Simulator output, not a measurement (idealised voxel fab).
process module | voxel gate over fins
cross-section cut | 260 nm wide | cells 5 nm
A cross-section is a grid of square cells, given in bands from the top down. A band is one or more rows of cells.
Each band's line starts with the height of the band's top and of its bottom, in nm. Then come its materials from left to right, each with its width in nm. One material with "throughout" fills the band from edge to edge. "air" is empty space.
Height 0 is the level under which the wafer as received is all one material. The lowest band goes on downwards, as in "0 down".
A width such as "30 to 40" changes by the same amount from each row of cells to the next, from the band's top row to its bottom row.
"no change" after a step means that no cell of the cross-section changed.
closed voids: empty space of 8 cells or more with no open way to the top, each as width x height at its distance from the left edge, in nm
after a step's settings: what the simulator itself notes on the step
overlay nm, on a step with a mask: how far to the right of its planned place the mask lay; to the left if negative
plan
1 op RECEIVE | material Si
2 op CONFORMAL_DEP | material SiN | thk nm 10
3 op MASKED_ETCH | tone cover | mask id FINS | width nm 15 | pitch nm 45 | etch materials SiN | depth nm 10 | overlay nm 0
4 op MASKED_ETCH | tone cover | mask id FINS | width nm 15 | pitch nm 45 | etch materials Si | depth nm 35 | overlay nm 0
5 op OXIDIZE | depth nm 5
6 op FILL_DEP | material SiO2 | thk nm 15
7 op CMP | height nm 10
8 op SELECTIVE_ETCH | etch materials SiO2 | depth nm 20
9 op STRIP | etch materials SiN
10 op CONFORMAL_DEP | material HfO2 | thk nm 5
11 op CONFORMAL_DEP | material TiN | thk nm 5
12 op CONFORMAL_DEP | material TiAl | thk nm 5
13 op CONFORMAL_DEP | material TiN | thk nm 5
14 op FILL_DEP | material W | thk nm 15
15 op CMP | height nm 30
16 op CONFORMAL_DEP | material SiN | thk nm 10
first wafer, as planned
as received, after step 1
  0 down: Si throughout
  closed voids: none
after step 2
  10 to 0: SiN throughout
  below 0: unchanged
after step 3
  10 to 0: air 75 | SiN 15 | air 30 | SiN 15 | air 30 | SiN 15 | air 80
  below 0: unchanged
after step 4
  10 to 0: air 75 | SiN 15 | air 30 | SiN 15 | air 30 | SiN 15 | air 80
  0 to -35: air 75 | Si 15 | air 30 | Si 15 | air 30 | Si 15 | air 80
  below -35: unchanged
after step 5
  10 to 0: air 75 | SiN 15 | air 30 | SiN 15 | air 30 | SiN 15 | air 80
  0 to -35: air 75 | SiO2 5 | Si 5 | SiO2 5 | air 30 | SiO2 5 | Si 5 | SiO2 5 | air 30 | SiO2 5 | Si 5 | SiO2 5 | air 80
  -35 to -40: SiO2 80 | Si 5 | SiO2 40 | Si 5 | SiO2 40 | Si 5 | SiO2 85
  below -40: unchanged
after step 6
  25 to 10: SiO2 throughout
  10 to 0: SiO2 75 | SiN 15 | SiO2 30 | SiN 15 | SiO2 30 | SiN 15 | SiO2 80
  0 to -40: SiO2 80 | Si 5 | SiO2 40 | Si 5 | SiO2 40 | Si 5 | SiO2 85
  below -40: unchanged
after step 7
  10 to 0: SiO2 75 | SiN 15 | SiO2 30 | SiN 15 | SiO2 30 | SiN 15 | SiO2 80
  below 0: unchanged
after step 8
  10 to 0: air 75 | SiN 15 | air 30 | SiN 15 | air 30 | SiN 15 | air 80
  0 to -10: air 80 | Si 5 | air 40 | Si 5 | air 40 | Si 5 | air 85
  below -10: unchanged
after step 9
  0 to -10: air 80 | Si 5 | air 40 | Si 5 | air 40 | Si 5 | air 85
  below -10: unchanged
after step 10
  5 to 0: air 75 | HfO2 15 | air 30 | HfO2 15 | air 30 | HfO2 15 | air 80
  0 to -5: air 75 | HfO2 5 | Si 5 | HfO2 5 | air 30 | HfO2 5 | Si 5 | HfO2 5 | air 30 | HfO2 5 | Si 5 | HfO2 5 | air 80
  -5 to -10: HfO2 80 | Si 5 | HfO2 40 | Si 5 | HfO2 40 | Si 5 | HfO2 85
  below -10: unchanged
after step 11
  10 to 5: air 70 | TiN 25 | air 20 | TiN 25 | air 20 | TiN 25 | air 75
  5 to 0: air 70 | TiN 5 | HfO2 15 | TiN 5 | air 20 | TiN 5 | HfO2 15 | TiN 5 | air 20 | TiN 5 | HfO2 15 | TiN 5 | air 75
  0 to -5: TiN 75 | HfO2 5 | Si 5 | HfO2 5 | TiN 30 | HfO2 5 | Si 5 | HfO2 5 | TiN 30 | HfO2 5 | Si 5 | HfO2 5 | TiN 80
  below -5: unchanged
after step 12
  15 to 10: air 65 | TiAl 35 | air 10 | TiAl 35 | air 10 | TiAl 35 | air 70
  10 to 5: air 65 | TiAl 5 | TiN 25 | TiAl 5 | air 10 | TiAl 5 | TiN 25 | TiAl 5 | air 10 | TiAl 5 | TiN 25 | TiAl 5 | air 70
  5 to 0: TiAl 70 | TiN 5 | HfO2 15 | TiN 5 | TiAl 20 | TiN 5 | HfO2 15 | TiN 5 | TiAl 20 | TiN 5 | HfO2 15 | TiN 5 | TiAl 75
  below 0: unchanged
after step 13
  20 to 15: air 60 | TiN 135 | air 65
  15 to 10: air 60 | TiN 5 | TiAl 35 | TiN 10 | TiAl 35 | TiN 10 | TiAl 35 | TiN 5 | air 65
  10 to 5: TiN 65 | TiAl 5 | TiN 25 | TiAl 5 | TiN 10 | TiAl 5 | TiN 25 | TiAl 5 | TiN 10 | TiAl 5 | TiN 25 | TiAl 5 | TiN 70
  below 5: unchanged
after step 14
  35 to 20: W throughout
  20 to 15: W 60 | TiN 135 | W 65
  15 to 10: W 60 | TiN 5 | TiAl 35 | TiN 10 | TiAl 35 | TiN 10 | TiAl 35 | TiN 5 | W 65
  below 10: unchanged
after step 15
  30 to 20: W throughout
  below 20: unchanged
after step 16
  40 to 30: SiN throughout
  below 30: unchanged
second wafer: like start, like plan, one mistake. Through step 10 it matches the first wafer
when step 11 should have ended
  20 to 10: air 60 | TiN 135 | air 65
  10 to 5: TiN throughout
  5 to 0: TiN 75 | HfO2 15 | TiN 30 | HfO2 15 | TiN 30 | HfO2 15 | TiN 80
  0 to -5: TiN 75 | HfO2 5 | Si 5 | HfO2 5 | TiN 30 | HfO2 5 | Si 5 | HfO2 5 | TiN 30 | HfO2 5 | Si 5 | HfO2 5 | TiN 80
  below -5: unchanged
when step 12 should have ended
  25 to 20: air 55 | TiAl 145 | air 60
  20 to 15: air 55 | TiAl 5 | TiN 135 | TiAl 5 | air 60
  15 to 10: TiAl 60 | TiN 135 | TiAl 65
  below 10: unchanged
when step 13 should have ended
  30 to 25: air 50 | TiN 155 | air 55
  25 to 20: air 50 | TiN 5 | TiAl 145 | TiN 5 | air 55
  20 to 15: TiN 55 | TiAl 5 | TiN 135 | TiAl 5 | TiN 60
  below 15: unchanged
when step 14 should have ended
  45 to 30: W throughout
  30 to 25: W 50 | TiN 155 | W 55
  25 to 20: W 50 | TiN 5 | TiAl 145 | TiN 5 | W 55
  below 20: unchanged
when step 15 should have ended
  30 to 25: W 50 | TiN 155 | W 55
  below 25: unchanged
when step 16 should have ended
  40 to 30: SiN throughout
  below 30: unchanged
what went wrong: step 11 ran as: op CONFORMAL_DEP | material TiN | thk nm 15
at the end the second wafer has, in cells: 8 fewer of TiAl | 120 more of TiN | 112 fewer of W
